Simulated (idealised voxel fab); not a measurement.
The following process module bears the name voxel fin reveal.
Section cut is 295 nm wide and gridded with 5 nm square cells.
A cross-section in this document is a grid of square cells, and it is written down as bands, the top band listed before the ones below it; a band is made up of one or more rows of cells.
Within each band entry, the heights of the top and of the bottom of the band appear first, in that order and in nm; the materials of the band then follow from left to right, each with its corresponding width in nm. The designation "edge to edge" on a single material indicates that it fills the band from edge to edge; the designation "air" indicates empty space.
Where do heights start? At 0: under that level the wafer as delivered is made of one material only. And the lowest band has no floor; it just carries on downward, as in "0 -> down".
Width: "30..40" (first number = top row, second number = bottom row, same change from row to row of cells).
Where a step carries "everything unchanged", the cross-section came out of it unchanged, cell for cell.
Each empty space that has no open way to the top and spans at least 8 cells appears under "Sealed internal cavities" as width x height at distance, the distance counted from the left edge, all in nm.
The remark found on a step's line after its settings is issued by the simulator itself and pertains to that step.
A step line may carry the setting "overlay nm", which, for steps involving a mask, states the distance by which the mask lay to the right of its intended position; negative values denote displacement to the left.

-- Here's what the planned process steps look like
1. RECEIVE | material Si
2. CONFORMAL_DEP | material SiN | thk nm 5
3. PATTERN | tone cover | mask id FINS | material resist | width nm 15 | pitch nm 35 | thk nm 15 | overlay nm 0
4. DIRECTIONAL_ETCH | etch materials SiN | depth nm 5
5. DIRECTIONAL_ETCH | etch materials Si | depth nm 40
6. STRIP | etch materials resist
7. OXIDIZE | depth nm 5
8. FILL_DEP | material SiO2 | thk nm 5
9. CMP | height nm 5
10. SELECTIVE_ETCH | etch materials SiO2 | depth nm 20
11. STRIP | etch materials SiN
12. CONFORMAL_DEP | material SiO2 | thk nm 5

-- Concerning the first of two wafers, which was run in accordance with the plan

-- As received (post step 1): cross-section
	0 -> down = Si edge to edge
	Sealed internal cavities: none

-- How the wafer stands in section after step 2
	5 -> 0 = SiN edge to edge
	For the remainder of the cross-section, below 0, there is no change.

-- How the wafer stands in section after step 3
	20 -> 5 = 120 nm air, 15 nm resist, 20 nm air, 15 nm resist, 125 nm air
	For the remainder of the cross-section, below 5, there is no change.

-- How the wafer stands in section after step 4
	20 -> 5 = 120 nm air, 15 nm resist, 20 nm air, 15 nm resist, 125 nm air
	5 -> 0 = 120 nm air, 15 nm SiN, 20 nm air, 15 nm SiN, 125 nm air
	For the remainder of the cross-section, below 0, there is no change.

-- How the wafer stands in section after step 5
	20 -> 5 = 120 nm air, 15 nm resist, 20 nm air, 15 nm resist, 125 nm air
	5 -> 0 = 120 nm air, 15 nm SiN, 20 nm air, 15 nm SiN, 125 nm air
	0 -> -40 = 120 nm air, 15 nm Si, 20 nm air, 15 nm Si, 125 nm air
	For the remainder of the cross-section, below -40, there is no change.

-- How the wafer stands in section after step 6
	5 -> 0 = 120 nm air, 15 nm SiN, 20 nm air, 15 nm SiN, 125 nm air
	For the remainder of the cross-section, below 0, there is no change.

-- How the wafer stands in section after step 7
	5 -> 0 = 120 nm air, 15 nm SiN, 20 nm air, 15 nm SiN, 125 nm air
	0 -> -40 = 120 nm air, 5 nm SiO2, 5 nm Si, 5 nm SiO2, 20 nm air, 5 nm SiO2, 5 nm Si, 5 nm SiO2, 125 nm air
	-40 -> -45 = 125 nm SiO2, 5 nm Si, 30 nm SiO2, 5 nm Si, 130 nm SiO2
	For the remainder of the cross-section, below -45, there is no change.

-- How the wafer stands in section after step 8
	10 -> 5 = SiO2 edge to edge
	5 -> 0 = 120 nm SiO2, 15 nm SiN, 20 nm SiO2, 15 nm SiN, 125 nm SiO2
	0 -> -45 = 125 nm SiO2, 5 nm Si, 30 nm SiO2, 5 nm Si, 130 nm SiO2
	For the remainder of the cross-section, below -45, there is no change.

-- How the wafer stands in section after step 9
	5 -> 0 = 120 nm SiO2, 15 nm SiN, 20 nm SiO2, 15 nm SiN, 125 nm SiO2
	For the remainder of the cross-section, below 0, there is no change.

-- How the wafer stands in section after step 10
	5 -> 0 = 120 nm air, 15 nm SiN, 20 nm air, 15 nm SiN, 125 nm air
	0 -> -15 = 125 nm air, 5 nm Si, 30 nm air, 5 nm Si, 130 nm air
	For the remainder of the cross-section, below -15, there is no change.

-- How the wafer stands in section after step 11
	0 -> -15 = 125 nm air, 5 nm Si, 30 nm air, 5 nm Si, 130 nm air
	For the remainder of the cross-section, below -15, there is no change.

-- How the wafer stands in section after step 12
	5 -> 0 = 120 nm air, 15 nm SiO2, 20 nm air, 15 nm SiO2, 125 nm air
	0 -> -10 = 120 nm air, 5 nm SiO2, 5 nm Si, 5 nm SiO2, 20 nm air, 5 nm SiO2, 5 nm Si, 5 nm SiO2, 125 nm air
	-10 -> -45 = 125 nm SiO2, 5 nm Si, 30 nm SiO2, 5 nm Si, 130 nm SiO2
	For the remainder of the cross-section, below -45, there is no change.

-- Here the second wafer is described. Its start and its plan were those of the first wafer. Its run contained one mistake. Up to and including step 11, it did exactly what the first wafer did

Cross-section of the second wafer at the time step 12 of the plan should have ended: everything unchanged
Nonconformance to the process plan: execution of step 12 of the plan did not take place, the step having been omitted
Heads up, by the end the second wafer has more or fewer cells of some materials compared to the first: 71 fewer of SiO2
